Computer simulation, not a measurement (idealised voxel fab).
Proc. module: voxel gate over fins
Xsec cut, 240 nm wide, square cell size 5 nm.
Format of a cross-section: grid, square cells. Given as bands. Order: top down. Band: one or more rows of cells.
It is stipulated that each band's entry specify, in nanometres, the height of the top of the band and then that of its bottom, followed by the materials of the band in left-to-right sequence, each together with its width in nanometres. A single material marked by the word "throughout" is understood to fill the band from edge to edge; the word "air" is understood to denote empty space.
Height is counted from the level 0, under which the received wafer is composed throughout of one material. The lowest of the bands is not closed at the bottom but continues downward, in the notation "from 0 down".
Width "30->40": first value at the band's top row of cells, second value at its bottom row, equal change from row to row.
You'll sometimes find "left unchanged" written for a step, and that's the way of saying that nowhere in the cross-section did a cell change during that step.
"Entrapped void list": empty spaces of 8 cells or more with no open way to the top, each given as width x height at distance, distance from the left edge, all in nm.
What comes after the settings on a step's line is commentary from the simulator itself on that step.
overlay nm: for a step with a mask, the amount by which the mask lay right of where it was planned; a negative amount means left of it.
Everything after this point is organized in pairs: a cross-section before one process step, a cross-section after it that shows only as deep as the lowest changed band, and, under the pair, the intervening step with its settings. Because different runs of this module on the same starting wafer can supply different pairs, a pair continues from the pair above it only if its entry headed "Status quo ante" says so.

-- Status quo ante
    from 0 down  Si throughout
    Entrapped void list: none

-- Structure After Step
    from 5 to 0  SiN throughout
    Heights below 0 show no change.
    Entrapped void list: none
The step carried out between the cross-section before it and the cross-section after it, both shown above, is CONFORMAL_DEP,material SiN,thk nm 5

Status quo ante: cross-section not repeated; it is the one shown after the step in the pair just above.

-- Structure After Step
    from 25 to 5  air (85); resist (15); air (40); resist (15); air (85)
    Heights below 5 show no change.
    Entrapped void list: none
The step carried out between the cross-section before it and the cross-section after it, both shown above, is PATTERN,tone cover,mask id FINS,material resist,width nm 15,pitch nm 55,thk nm 20,overlay nm 0

Status quo ante: cross-section not repeated; it is the one shown after the step in the pair just above.

-- Structure After Step
    from 25 to 5  air (85); resist (15); air (40); resist (15); air (85)
    from 5 to 0  air (85); SiN (15); air (40); SiN (15); air (85)
    Heights below 0 show no change.
    Entrapped void list: none
The step carried out between the cross-section before it and the cross-section after it, both shown above, is DIRECTIONAL_ETCH,etch materials SiN,depth nm 5

Status quo ante: cross-section not repeated; it is the one shown after the step in the pair just above.

-- Structure After Step
    from 25 to 5  air (85); resist (15); air (40); resist (15); air (85)
    from 5 to 0  air (85); SiN (15); air (40); SiN (15); air (85)
    from 0 to -35  air (85); Si (15); air (40); Si (15); air (85)
    Heights below -35 show no change.
    Entrapped void list: none
The step carried out between the cross-section before it and the cross-section after it, both shown above, is DIRECTIONAL_ETCH,etch materials Si,depth nm 35

Status quo ante: cross-section not repeated; it is the one shown after the step in the pair just above.

-- Structure After Step
    from 5 to 0  air (85); SiN (15); air (40); SiN (15); air (85)
    Heights below 0 show no change.
    Entrapped void list: none
The step carried out between the cross-section before it and the cross-section after it, both shown above, is STRIP,etch materials resist

Status quo ante: cross-section not repeated; it is the one shown after the step in the pair just above.

-- Structure After Step
    from 5 to 0  air (85); SiN (15); air (40); SiN (15); air (85)
    from 0 to -35  air (85); SiO2 (5); Si (5); SiO2 (5); air (40); SiO2 (5); Si (5); SiO2 (5); air (85)
    from -35 to -40  SiO2 (90); Si (5); SiO2 (50); Si (5); SiO2 (90)
    Heights below -40 show no change.
    Entrapped void list: none
The step carried out between the cross-section before it and the cross-section after it, both shown above, is OXIDIZE,depth nm 5

Status quo ante: cross-section not repeated; it is the one shown after the step in the pair just above.

-- Structure After Step
    from 20 to 5  SiO2 throughout
    from 5 to 0  SiO2 (85); SiN (15); SiO2 (40); SiN (15); SiO2 (85)
    from 0 to -40  SiO2 (90); Si (5); SiO2 (50); Si (5); SiO2 (90)
    Heights below -40 show no change.
    Entrapped void list: none
The step carried out between the cross-section before it and the cross-section after it, both shown above, is FILL_DEP,material SiO2,thk nm 15

Status quo ante: cross-section not repeated; it is the one shown after the step in the pair just above.

-- Structure After Step
    from 5 to 0  SiO2 (85); SiN (15); SiO2 (40); SiN (15); SiO2 (85)
    Heights below 0 show no change.
    Entrapped void list: none
The step carried out between the cross-section before it and the cross-section after it, both shown above, is CMP,height nm 5

Status quo ante: cross-section not repeated; it is the one shown after the step in the pair just above.

-- Structure After Step
    from 5 to 0  SiO2 (85); SiN (15); SiO2 (10); air (15); SiO2 (15); SiN (15); SiO2 (85)
    from 0 to -30  SiO2 (90); Si (5); SiO2 (15); air (15); SiO2 (20); Si (5); SiO2 (90)
    Heights below -30 show no change.
    Entrapped void list: none
The step carried out between the cross-section before it and the cross-section after it, both shown above, is MASKED_ETCH,tone open,mask id RAIL,width nm 15,etch materials SiO2,depth nm 35,overlay nm 0

Status quo ante: cross-section not repeated; it is the one shown after the step in the pair just above.

-- Structure After Step
    from 10 to 5  TiN (115); air (5); TiN (120)
    from 5 to 0  SiO2 (85); SiN (15); SiO2 (10); TiN (5); air (5); TiN (5); SiO2 (15); SiN (15); SiO2 (85)
    from 0 to -25  SiO2 (90); Si (5); SiO2 (15); TiN (5); air (5); TiN (5); SiO2 (20); Si (5); SiO2 (90)
    from -25 to -30  SiO2 (90); Si (5); SiO2 (15); TiN (15); SiO2 (20); Si (5); SiO2 (90)
    Heights below -30 show no change.
    Entrapped void list: none
The step carried out between the cross-section before it and the cross-section after it, both shown above, is CONFORMAL_DEP,material TiN,thk nm 5

Status quo ante: cross-section not repeated; it is the one shown after the step in the pair just above.

-- Structure After Step
    from 20 to 10  Ru throughout
    from 10 to 5  TiN (115); Ru (5); TiN (120)
    from 5 to 0  SiO2 (85); SiN (15); SiO2 (10); TiN (5); Ru (5); TiN (5); SiO2 (15); SiN (15); SiO2 (85)
    from 0 to -25  SiO2 (90); Si (5); SiO2 (15); TiN (5); Ru (5); TiN (5); SiO2 (20); Si (5); SiO2 (90)
    Heights below -25 show no change.
    Entrapped void list: none
The step carried out between the cross-section before it and the cross-section after it, both shown above, is FILL_DEP,material Ru,thk nm 10

Status quo ante: cross-section not repeated; it is the one shown after the step in the pair just above.

-- Structure After Step
    from 5 to 0  SiO2 (85); SiN (15); SiO2 (10); TiN (5); Ru (5); TiN (5); SiO2 (15); SiN (15); SiO2 (85)
    Heights below 0 show no change.
    Entrapped void list: none
The step carried out between the cross-section before it and the cross-section after it, both shown above, is CMP,height nm 5

Status quo ante: cross-section not repeated; it is the one shown after the step in the pair just above.

-- Structure After Step
    from 5 to 0  SiO2 (85); SiN (15); SiO2 (10); air (15); SiO2 (15); SiN (15); SiO2 (85)
    from 0 to -20  SiO2 (90); Si (5); SiO2 (15); air (15); SiO2 (20); Si (5); SiO2 (90)
    Heights below -20 show no change.
    Entrapped void list: none
The step carried out between the cross-section before it and the cross-section after it, both shown above, is SELECTIVE_ETCH,etch materials W Ru TiN,depth nm 25

Status quo ante: cross-section not repeated; it is the one shown after the step in the pair just above.

-- Structure After Step
    from 10 to 5  SiO2 throughout
    from 5 to 0  SiO2 (85); SiN (15); SiO2 (40); SiN (15); SiO2 (85)
    from 0 to -20  SiO2 (90); Si (5); SiO2 (50); Si (5); SiO2 (90)
    Heights below -20 show no change.
    Entrapped void list: none
The step carried out between the cross-section before it and the cross-section after it, both shown above, is FILL_DEP,material SiO2,thk nm 5

Status quo ante: cross-section not repeated; it is the one shown after the step in the pair just above.

-- Structure After Step
    from 5 to 0  SiO2 (85); SiN (15); SiO2 (40); SiN (15); SiO2 (85)
    Heights below 0 show no change.
    Entrapped void list: none
The step carried out between the cross-section before it and the cross-section after it, both shown above, is CMP,height nm 5

Status quo ante: cross-section not repeated; it is the one shown after the step in the pair just above.

-- Structure After Step
    from 5 to 0  air (85); SiN (15); air (40); SiN (15); air (85)
    from 0 to -10  air (90); Si (5); air (50); Si (5); air (90)
    Heights below -10 show no change.
    Entrapped void list: none
The step carried out between the cross-section before it and the cross-section after it, both shown above, is SELECTIVE_ETCH,etch materials SiO2,depth nm 15

Status quo ante: cross-section not repeated; it is the one shown after the step in the pair just above.

-- Structure After Step
    from 0 to -10  air (90); Si (5); air (50); Si (5); air (90)
    Heights below -10 show no change.
    Entrapped void list: none
The step carried out between the cross-section before it and the cross-section after it, both shown above, is STRIP,etch materials SiN

Status quo ante: cross-section not repeated; it is the one shown after the step in the pair just above.

-- Structure After Step
    from 5 to 0  air (85); HfO2 (15); air (40); HfO2 (15); air (85)
    from 0 to -5  air (85); HfO2 (5); Si (5); HfO2 (5); air (40); HfO2 (5); Si (5); HfO2 (5); air (85)
    from -5 to -10  HfO2 (90); Si (5); HfO2 (50); Si (5); HfO2 (90)
    Heights below -10 show no change.
    Entrapped void list: none
The step carried out between the cross-section before it and the cross-section after it, both shown above, is CONFORMAL_DEP,material HfO2,thk nm 5

Status quo ante: cross-section not repeated; it is the one shown after the step in the pair just above.

-- Structure After Step
    from 10 to 5  air (80); TiN (25); air (30); TiN (25); air (80)
    from 5 to 0  air (80); TiN (5); HfO2 (15); TiN (5); air (30); TiN (5); HfO2 (15); TiN (5); air (80)
    from 0 to -5  TiN (85); HfO2 (5); Si (5); HfO2 (5); TiN (40); HfO2 (5); Si (5); HfO2 (5); TiN (85)
    Heights below -5 show no change.
    Entrapped void list: none
The step carried out between the cross-section before it and the cross-section after it, both shown above, is CONFORMAL_DEP,material TiN,thk nm 5

Status quo ante: cross-section not repeated; it is the one shown after the step in the pair just above.

-- Structure After Step
    from 15 to 10  air (75); TiAl (35); air (20); TiAl (35); air (75)
    from 10 to 5  air (75); TiAl (5); TiN (25); TiAl (5); air (20); TiAl (5); TiN (25); TiAl (5); air (75)
    from 5 to 0  TiAl (80); TiN (5); HfO2 (15); TiN (5); TiAl (30); TiN (5); HfO2 (15); TiN (5); TiAl (80)
    Heights below 0 show no change.
    Entrapped void list: none
The step carried out between the cross-section before it and the cross-section after it, both shown above, is CONFORMAL_DEP,material TiAl,thk nm 5

Status quo ante: cross-section not repeated; it is the one shown after the step in the pair just above.

-- Structure After Step
    from 20 to 15  air (70); TiN (45); air (10); TiN (45); air (70)
    from 15 to 10  air (70); TiN (5); TiAl (35); TiN (5); air (10); TiN (5); TiAl (35); TiN (5); air (70)
    from 10 to 5  TiN (75); TiAl (5); TiN (25); TiAl (5); TiN (20); TiAl (5); TiN (25); TiAl (5); TiN (75)
    Heights below 5 show no change.
    Entrapped void list: none
The step carried out between the cross-section before it and the cross-section after it, both shown above, is CONFORMAL_DEP,material TiN,thk nm 5

Status quo ante: cross-section not repeated; it is the one shown after the step in the pair just above.

-- Structure After Step
    from 30 to 20  W throughout
    from 20 to 15  W (70); TiN (45); W (10); TiN (45); W (70)
    from 15 to 10  W (70); TiN (5); TiAl (35); TiN (5); W (10); TiN (5); TiAl (35); TiN (5); W (70)
    Heights below 10 show no change.
    Entrapped void list: none
The step carried out between the cross-section before it and the cross-section after it, both shown above, is FILL_DEP,material W,thk nm 10

Status quo ante: cross-section not repeated; it is the one shown after the step in the pair just above.

-- Structure After Step
    from 25 to 20  W throughout
    Heights below 20 show no change.
    Entrapped void list: none
The step carried out between the cross-section before it and the cross-section after it, both shown above, is CMP,height nm 25

Status quo ante: cross-section not repeated; it is the one shown after the step in the pair just above.

-- Structure After Step
    from 35 to 25  SiCN throughout
    Heights below 25 show no change.
    Entrapped void list: none
The step carried out between the cross-section before it and the cross-section after it, both shown above, is CONFORMAL_DEP,material SiCN,thk nm 10

-- Status quo ante
    from 5 to 0  air (85); HfO2 (15); air (40); HfO2 (15); air (85)
    from 0 to -5  air (85); HfO2 (5); Si (5); HfO2 (5); air (40); HfO2 (5); Si (5); HfO2 (5); air (85)
    from -5 to -10  HfO2 (90); Si (5); HfO2 (50); Si (5); HfO2 (90)
    from -10 to -20  SiO2 (90); Si (5); SiO2 (50); Si (5); SiO2 (90)
    from -20 to -25  SiO2 (90); Si (5); SiO2 (15); TiN (5); Ru (5); TiN (5); SiO2 (20); Si (5); SiO2 (90)
    from -25 to -30  SiO2 (90); Si (5); SiO2 (15); TiN (15); SiO2 (20); Si (5); SiO2 (90)
    from -30 to -40  SiO2 (90); Si (5); SiO2 (50); Si (5); SiO2 (90)
    from -40 down  Si throughout
    Entrapped void list: none

-- Structure After Step
    from 10 to 5  air (80); TiAl (25); air (30); TiAl (25); air (80)
    from 5 to 0  air (80); TiAl (5); HfO2 (15); TiAl (5); air (30); TiAl (5); HfO2 (15); TiAl (5); air (80)
    from 0 to -5  TiAl (85); HfO2 (5); Si (5); HfO2 (5); TiAl (40); HfO2 (5); Si (5); HfO2 (5); TiAl (85)
    Heights below -5 show no change.
    Entrapped void list: none
The step carried out between the cross-section before it and the cross-section after it, both shown above, is CONFORMAL_DEP,material TiAl,thk nm 5

Status quo ante: cross-section not repeated; it is the one shown after the step in the pair just above.

-- Structure After Step
    from 15 to 10  air (75); TiN (35); air (20); TiN (35); air (75)
    from 10 to 5  air (75); TiN (5); TiAl (25); TiN (5); air (20); TiN (5); TiAl (25); TiN (5); air (75)
    from 5 to 0  TiN (80); TiAl (5); HfO2 (15); TiAl (5); TiN (30); TiAl (5); HfO2 (15); TiAl (5); TiN (80)
    Heights below 0 show no change.
    Entrapped void list: none
The step carried out between the cross-section before it and the cross-section after it, both shown above, is CONFORMAL_DEP,material TiN,thk nm 5

Status quo ante: cross-section not repeated; it is the one shown after the step in the pair just above.

-- Structure After Step
    from 25 to 15  W throughout
    from 15 to 10  W (75); TiN (35); W (20); TiN (35); W (75)
    from 10 to 5  W (75); TiN (5); TiAl (25); TiN (5); W (20); TiN (5); TiAl (25); TiN (5); W (75)
    Heights below 5 show no change.
    Entrapped void list: none
The step carried out between the cross-section before it and the cross-section after it, both shown above, is FILL_DEP,material W,thk nm 10

Status quo ante: cross-section not repeated; it is the one shown after the step in the pair just above.

-- Structure After Step
    from 35 to 25  SiCN throughout
    Heights below 25 show no change.
    Entrapped void list: none
The step carried out between the cross-section before it and the cross-section after it, both shown above, is CONFORMAL_DEP,material SiCN,thk nm 10

-- Status quo ante
    from 5 to 0  air (85); SiN (15); air (40); SiN (15); air (85)
    from 0 to -10  air (90); Si (5); air (50); Si (5); air (90)
    from -10 to -20  SiO2 (90); Si (5); SiO2 (50); Si (5); SiO2 (90)
    from -20 to -25  SiO2 (90); Si (5); SiO2 (15); TiN (5); Ru (5); TiN (5); SiO2 (20); Si (5); SiO2 (90)
    from -25 to -30  SiO2 (90); Si (5); SiO2 (15); TiN (15); SiO2 (20); Si (5); SiO2 (90)
    from -30 to -40  SiO2 (90); Si (5); SiO2 (50); Si (5); SiO2 (90)
    from -40 down  Si throughout
    Entrapped void list: none

-- Structure After Step
    from 5 to 0  air (85); SiN (15); air (40); SiN (15); air (85)
    from 0 to -20  air (90); Si (5); air (50); Si (5); air (90)
    from -20 to -25  air (90); Si (5); air (15); TiN (5); Ru (5); TiN (5); air (20); Si (5); air (90)
    Heights below -25 show no change.
    Entrapped void list: none
The step carried out between the cross-section before it and the cross-section after it, both shown above, is SELECTIVE_ETCH,etch materials SiO2,depth nm 15

Status quo ante: cross-section not repeated; it is the one shown after the step in the pair just above.

-- Structure After Step
    from 0 to -20  air (90); Si (5); air (50); Si (5); air (90)
    Heights below -20 show no change.
    Entrapped void list: none
The step carried out between the cross-section before it and the cross-section after it, both shown above, is STRIP,etch materials SiN

Status quo ante: cross-section not repeated; it is the one shown after the step in the pair just above.

-- Structure After Step
    from 5 to 0  air (85); HfO2 (15); air (40); HfO2 (15); air (85)
    from 0 to -15  air (85); HfO2 (5); Si (5); HfO2 (5); air (40); HfO2 (5); Si (5); HfO2 (5); air (85)
    from -15 to -20  air (85); HfO2 (5); Si (5); HfO2 (5); air (5); HfO2 (25); air (10); HfO2 (5); Si (5); HfO2 (5); air (85)
    from -20 to -25  HfO2 (90); Si (5); HfO2 (15); TiN (5); Ru (5); TiN (5); HfO2 (20); Si (5); HfO2 (90)
    Heights below -25 show no change.
    Entrapped void list: none
The step carried out between the cross-section before it and the cross-section after it, both shown above, is CONFORMAL_DEP,material HfO2,thk nm 5

Status quo ante: cross-section not repeated; it is the one shown after the step in the pair just above.

-- Structure After Step
    from 10 to 5  air (80); TiN (25); air (30); TiN (25); air (80)
    from 5 to 0  air (80); TiN (5); HfO2 (15); TiN (5); air (30); TiN (5); HfO2 (15); TiN (5); air (80)
    from 0 to -10  air (80); TiN (5); HfO2 (5); Si (5); HfO2 (5); TiN (5); air (30); TiN (5); HfO2 (5); Si (5); HfO2 (5); TiN (5); air (80)
    from -10 to -15  air (80); TiN (5); HfO2 (5); Si (5); HfO2 (5); TiN (40); HfO2 (5); Si (5); HfO2 (5); TiN (5); air (80)
    from -15 to -20  TiN (85); HfO2 (5); Si (5); HfO2 (5); TiN (5); HfO2 (25); TiN (10); HfO2 (5); Si (5); HfO2 (5); TiN (85)
    Heights below -20 show no change.
    Entrapped void list: none
The step carried out between the cross-section before it and the cross-section after it, both shown above, is CONFORMAL_DEP,material TiN,thk nm 5

Status quo ante: cross-section not repeated; it is the one shown after the step in the pair just above.

-- Structure After Step
    from 15 to 10  air (75); TiAl (35); air (20); TiAl (35); air (75)
    from 10 to 5  air (75); TiAl (5); TiN (25); TiAl (5); air (20); TiAl (5); TiN (25); TiAl (5); air (75)
    from 5 to 0  air (75); TiAl (5); TiN (5); HfO2 (15); TiN (5); TiAl (5); air (20); TiAl (5); TiN (5); HfO2 (15); TiN (5); TiAl (5); air (75)
    from 0 to -5  air (75); TiAl (5); TiN (5); HfO2 (5); Si (5); HfO2 (5); TiN (5); TiAl (5); air (20); TiAl (5); TiN (5); HfO2 (5); Si (5); HfO2 (5); TiN (5); TiAl (5); air (75)
    from -5 to -10  air (75); TiAl (5); TiN (5); HfO2 (5); Si (5); HfO2 (5); TiN (5); TiAl (30); TiN (5); HfO2 (5); Si (5); HfO2 (5); TiN (5); TiAl (5); air (75)
    from -10 to -15  TiAl (80); TiN (5); HfO2 (5); Si (5); HfO2 (5); TiN (40); HfO2 (5); Si (5); HfO2 (5); TiN (5); TiAl (80)
    Heights below -15 show no change.
    Entrapped void list: none
The step carried out between the cross-section before it and the cross-section after it, both shown above, is CONFORMAL_DEP,material TiAl,thk nm 5

Status quo ante: cross-section not repeated; it is the one shown after the step in the pair just above.

-- Structure After Step
    from 20 to 15  air (70); TiN (45); air (10); TiN (45); air (70)
    from 15 to 10  air (70); TiN (5); TiAl (35); TiN (5); air (10); TiN (5); TiAl (35); TiN (5); air (70)
    from 10 to 5  air (70); TiN (5); TiAl (5); TiN (25); TiAl (5); TiN (5); air (10); TiN (5); TiAl (5); TiN (25); TiAl (5); TiN (5); air (70)
    from 5 to 0  air (70); TiN (5); TiAl (5); TiN (5); HfO2 (15); TiN (5); TiAl (5); TiN (5); air (10); TiN (5); TiAl (5); TiN (5); HfO2 (15); TiN (5); TiAl (5); TiN (5); air (70)
    from 0 to -5  air (70); TiN (5); TiAl (5); TiN (5); HfO2 (5); Si (5); HfO2 (5); TiN (5); TiAl (5); TiN (20); TiAl (5); TiN (5); HfO2 (5); Si (5); HfO2 (5); TiN (5); TiAl (5); TiN (5); air (70)
    from -5 to -10  TiN (75); TiAl (5); TiN (5); HfO2 (5); Si (5); HfO2 (5); TiN (5); TiAl (30); TiN (5); HfO2 (5); Si (5); HfO2 (5); TiN (5); TiAl (5); TiN (75)
    Heights below -10 show no change.
    Entrapped void list: none
The step carried out between the cross-section before it and the cross-section after it, both shown above, is CONFORMAL_DEP,material TiN,thk nm 5

Status quo ante: cross-section not repeated; it is the one shown after the step in the pair just above.

-- Structure After Step
    from 30 to 20  W throughout
    from 20 to 15  W (70); TiN (45); W (10); TiN (45); W (70)
    from 15 to 10  W (70); TiN (5); TiAl (35); TiN (5); W (10); TiN (5); TiAl (35); TiN (5); W (70)
    from 10 to 5  W (70); TiN (5); TiAl (5); TiN (25); TiAl (5); TiN (5); W (10); TiN (5); TiAl (5); TiN (25); TiAl (5); TiN (5); W (70)
    from 5 to 0  W (70); TiN (5); TiAl (5); TiN (5); HfO2 (15); TiN (5); TiAl (5); TiN (5); W (10); TiN (5); TiAl (5); TiN (5); HfO2 (15); TiN (5); TiAl (5); TiN (5); W (70)
    from 0 to -5  W (70); TiN (5); TiAl (5); TiN (5); HfO2 (5); Si (5); HfO2 (5); TiN (5); TiAl (5); TiN (20); TiAl (5); TiN (5); HfO2 (5); Si (5); HfO2 (5); TiN (5); TiAl (5); TiN (5); W (70)
    Heights below -5 show no change.
    Entrapped void list: none
The step carried out between the cross-section before it and the cross-section after it, both shown above, is FILL_DEP,material W,thk nm 10

Status quo ante: cross-section not repeated; it is the one shown after the step in the pair just above.

-- Structure After Step
    from 25 to 20  W throughout
    Heights below 20 show no change.
    Entrapped void list: none
The step carried out between the cross-section before it and the cross-section after it, both shown above, is CMP,height nm 25

Status quo ante: cross-section not repeated; it is the one shown after the step in the pair just above.

-- Structure After Step
    from 35 to 25  SiCN throughout
    Heights below 25 show no change.
    Entrapped void list: none
The step carried out between the cross-section before it and the cross-section after it, both shown above, is CONFORMAL_DEP,material SiCN,thk nm 10

-- Status quo ante
    from 5 to 0  SiO2 (85); SiN (15); SiO2 (40); SiN (15); SiO2 (85)
    from 0 to -20  SiO2 (90); Si (5); SiO2 (50); Si (5); SiO2 (90)
    from -20 to -25  SiO2 (90); Si (5); SiO2 (15); TiN (5); Ru (5); TiN (5); SiO2 (20); Si (5); SiO2 (90)
    from -25 to -30  SiO2 (90); Si (5); SiO2 (15); TiN (15); SiO2 (20); Si (5); SiO2 (90)
    from -30 to -40  SiO2 (90); Si (5); SiO2 (50); Si (5); SiO2 (90)
    from -40 down  Si throughout
    Entrapped void list: none

-- Structure After Step
    from 5 to 0  SiO2 (85); air (15); SiO2 (40); air (15); SiO2 (85)
    Heights below 0 show no change.
    Entrapped void list: none
The step carried out between the cross-section before it and the cross-section after it, both shown above, is STRIP,etch materials SiN

Status quo ante: cross-section not repeated; it is the one shown after the step in the pair just above.

-- Structure After Step
    from 0 to -10  air (90); Si (5); air (50); Si (5); air (90)
    from -10 to -15  SiO2 (70); air (20); Si (5); air (20); SiO2 (10); air (20); Si (5); air (20); SiO2 (70)
    Heights below -15 show no change.
    Entrapped void list: none
The step carried out between the cross-section before it and the cross-section after it, both shown above, is SELECTIVE_ETCH,etch materials SiO2,depth nm 15

Status quo ante: cross-section not repeated; it is the one shown after the step in the pair just above.

-- Structure After Step
    from 5 to 0  air (85); HfO2 (15); air (40); HfO2 (15); air (85)
    from 0 to -5  air (85); HfO2 (5); Si (5); HfO2 (5); air (40); HfO2 (5); Si (5); HfO2 (5); air (85)
    from -5 to -10  HfO2 (75); air (10); HfO2 (5); Si (5); HfO2 (5); air (10); HfO2 (20); air (10); HfO2 (5); Si (5); HfO2 (5); air (10); HfO2 (75)
    from -10 to -15  SiO2 (70); HfO2 (20); Si (5); HfO2 (20); SiO2 (10); HfO2 (20); Si (5); HfO2 (20); SiO2 (70)
    Heights below -15 show no change.
    Entrapped void list: none
The step carried out between the cross-section before it and the cross-section after it, both shown above, is CONFORMAL_DEP,material HfO2,thk nm 5

Status quo ante: cross-section not repeated; it is the one shown after the step in the pair just above.

-- Structure After Step
    from 10 to 5  air (80); TiN (25); air (30); TiN (25); air (80)
    from 5 to 0  air (80); TiN (5); HfO2 (15); TiN (5); air (30); TiN (5); HfO2 (15); TiN (5); air (80)
    from 0 to -5  TiN (85); HfO2 (5); Si (5); HfO2 (5); TiN (40); HfO2 (5); Si (5); HfO2 (5); TiN (85)
    from -5 to -10  HfO2 (75); TiN (10); HfO2 (5); Si (5); HfO2 (5); TiN (10); HfO2 (20); TiN (10); HfO2 (5); Si (5); HfO2 (5); TiN (10); HfO2 (75)
    Heights below -10 show no change.
    Entrapped void list: none
The step carried out between the cross-section before it and the cross-section after it, both shown above, is CONFORMAL_DEP,material TiN,thk nm 5

Status quo ante: cross-section not repeated; it is the one shown after the step in the pair just above.

-- Structure After Step
    from 15 to 10  air (75); TiAl (35); air (20); TiAl (35); air (75)
    from 10 to 5  air (75); TiAl (5); TiN (25); TiAl (5); air (20); TiAl (5); TiN (25); TiAl (5); air (75)
    from 5 to 0  TiAl (80); TiN (5); HfO2 (15); TiN (5); TiAl (30); TiN (5); HfO2 (15); TiN (5); TiAl (80)
    Heights below 0 show no change.
    Entrapped void list: none
The step carried out between the cross-section before it and the cross-section after it, both shown above, is CONFORMAL_DEP,material TiAl,thk nm 5

Status quo ante: cross-section not repeated; it is the one shown after the step in the pair just above.

-- Structure After Step
    from 20 to 15  air (70); TiN (45); air (10); TiN (45); air (70)
    from 15 to 10  air (70); TiN (5); TiAl (35); TiN (5); air (10); TiN (5); TiAl (35); TiN (5); air (70)
    from 10 to 5  TiN (75); TiAl (5); TiN (25); TiAl (5); TiN (20); TiAl (5); TiN (25); TiAl (5); TiN (75)
    Heights below 5 show no change.
    Entrapped void list: none
The step carried out between the cross-section before it and the cross-section after it, both shown above, is CONFORMAL_DEP,material TiN,thk nm 5

Status quo ante: cross-section not repeated; it is the one shown after the step in the pair just above.

-- Structure After Step
    from 30 to 20  W throughout
    from 20 to 15  W (70); TiN (45); W (10); TiN (45); W (70)
    from 15 to 10  W (70); TiN (5); TiAl (35); TiN (5); W (10); TiN (5); TiAl (35); TiN (5); W (70)
    Heights below 10 show no change.
    Entrapped void list: none
The step carried out between the cross-section before it and the cross-section after it, both shown above, is FILL_DEP,material W,thk nm 10

Status quo ante: cross-section not repeated; it is the one shown after the step in the pair just above.

-- Structure After Step
    from 25 to 20  W throughout
    Heights below 20 show no change.
    Entrapped void list: none
The step carried out between the cross-section before it and the cross-section after it, both shown above, is CMP,height nm 25

Status quo ante: cross-section not repeated; it is the one shown after the step in the pair just above.

-- Structure After Step
    from 35 to 25  SiCN throughout
    Heights below 25 show no change.
    Entrapped void list: none
The step carried out between the cross-section before it and the cross-section after it, both shown above, is CONFORMAL_DEP,material SiCN,thk nm 10

-- Status quo ante
    from 5 to 0  air (85); HfO2 (15); air (40); HfO2 (15); air (85)
    from 0 to -5  air (85); HfO2 (5); Si (5); HfO2 (5); air (40); HfO2 (5); Si (5); HfO2 (5); air (85)
    from -5 to -10  HfO2 (90); Si (5); HfO2 (50); Si (5); HfO2 (90)
    from -10 to -20  SiO2 (90); Si (5); SiO2 (50); Si (5); SiO2 (90)
    from -20 to -25  SiO2 (90); Si (5); SiO2 (15); TiN (5); Ru (5); TiN (5); SiO2 (20); Si (5); SiO2 (90)
    from -25 to -30  SiO2 (90); Si (5); SiO2 (15); TiN (15); SiO2 (20); Si (5); SiO2 (90)
    from -30 to -40  SiO2 (90); Si (5); SiO2 (50); Si (5); SiO2 (90)
    from -40 down  Si throughout
    Entrapped void list: none

-- Structure After Step
    from 20 to 10  air (70); TiN (45); air (10); TiN (45); air (70)
    from 10 to 5  TiN throughout
    from 5 to 0  TiN (85); HfO2 (15); TiN (40); HfO2 (15); TiN (85)
    from 0 to -5  TiN (85); HfO2 (5); Si (5); HfO2 (5); TiN (40); HfO2 (5); Si (5); HfO2 (5); TiN (85)
    Heights below -5 show no change.
    Entrapped void list: none
The step carried out between the cross-section before it and the cross-section after it, both shown above, is CONFORMAL_DEP,material TiN,thk nm 15

Status quo ante: cross-section not repeated; it is the one shown after the step in the pair just above.

-- Structure After Step
    from 25 to 20  air (65); TiAl (110); air (65)
    from 20 to 15  air (65); TiAl (5); TiN (45); TiAl (10); TiN (45); TiAl (5); air (65)
    from 15 to 10  TiAl (70); TiN (45); TiAl (10); TiN (45); TiAl (70)
    Heights below 10 show no change.
    Entrapped void list: none
The step carried out between the cross-section before it and the cross-section after it, both shown above, is CONFORMAL_DEP,material TiAl,thk nm 5

Status quo ante: cross-section not repeated; it is the one shown after the step in the pair just above.

-- Structure After Step
    from 30 to 25  air (60); TiN (120); air (60)
    from 25 to 20  air (60); TiN (5); TiAl (110); TiN (5); air (60)
    from 20 to 15  TiN (65); TiAl (5); TiN (45); TiAl (10); TiN (45); TiAl (5); TiN (65)
    Heights below 15 show no change.
    Entrapped void list: none
The step carried out between the cross-section before it and the cross-section after it, both shown above, is CONFORMAL_DEP,material TiN,thk nm 5

Status quo ante: cross-section not repeated; it is the one shown after the step in the pair just above.

-- Structure After Step
    from 40 to 30  W throughout
    from 30 to 25  W (60); TiN (120); W (60)
    from 25 to 20  W (60); TiN (5); TiAl (110); TiN (5); W (60)
    Heights below 20 show no change.
    Entrapped void list: none
The step carried out between the cross-section before it and the cross-section after it, both shown above, is FILL_DEP,material W,thk nm 10

Status quo ante: cross-section not repeated; it is the one shown after the step in the pair just above.

-- Structure After Step
    from 25 to 20  W (60); TiN (5); TiAl (110); TiN (5); W (60)
    Heights below 20 show no change.
    Entrapped void list: none
The step carried out between the cross-section before it and the cross-section after it, both shown above, is CMP,height nm 25

Status quo ante: cross-section not repeated; it is the one shown after the step in the pair just above.

-- Structure After Step
    from 35 to 25  SiCN throughout
    Heights below 25 show no change.
    Entrapped void list: none
The step carried out between the cross-section before it and the cross-section after it, both shown above, is CONFORMAL_DEP,material SiCN,thk nm 10

-- Status quo ante
    from 5 to 0  SiO2 (85); SiN (15); SiO2 (40); SiN (15); SiO2 (85)
    from 0 to -40  SiO2 (90); Si (5); SiO2 (50); Si (5); SiO2 (90)
    from -40 down  Si throughout
    Entrapped void list: none

-- Structure After Step
    from 5 to 0  SiO2 (85); SiN (15); SiO2 (10); air (20); SiO2 (10); SiN (15); SiO2 (85)
    from 0 to -30  SiO2 (90); Si (5); SiO2 (15); air (20); SiO2 (15); Si (5); SiO2 (90)
    Heights below -30 show no change.
    Entrapped void list: none
The step carried out between the cross-section before it and the cross-section after it, both shown above, is MASKED_ETCH,tone open,mask id RAIL,width nm 20,etch materials SiO2,depth nm 35,overlay nm 0
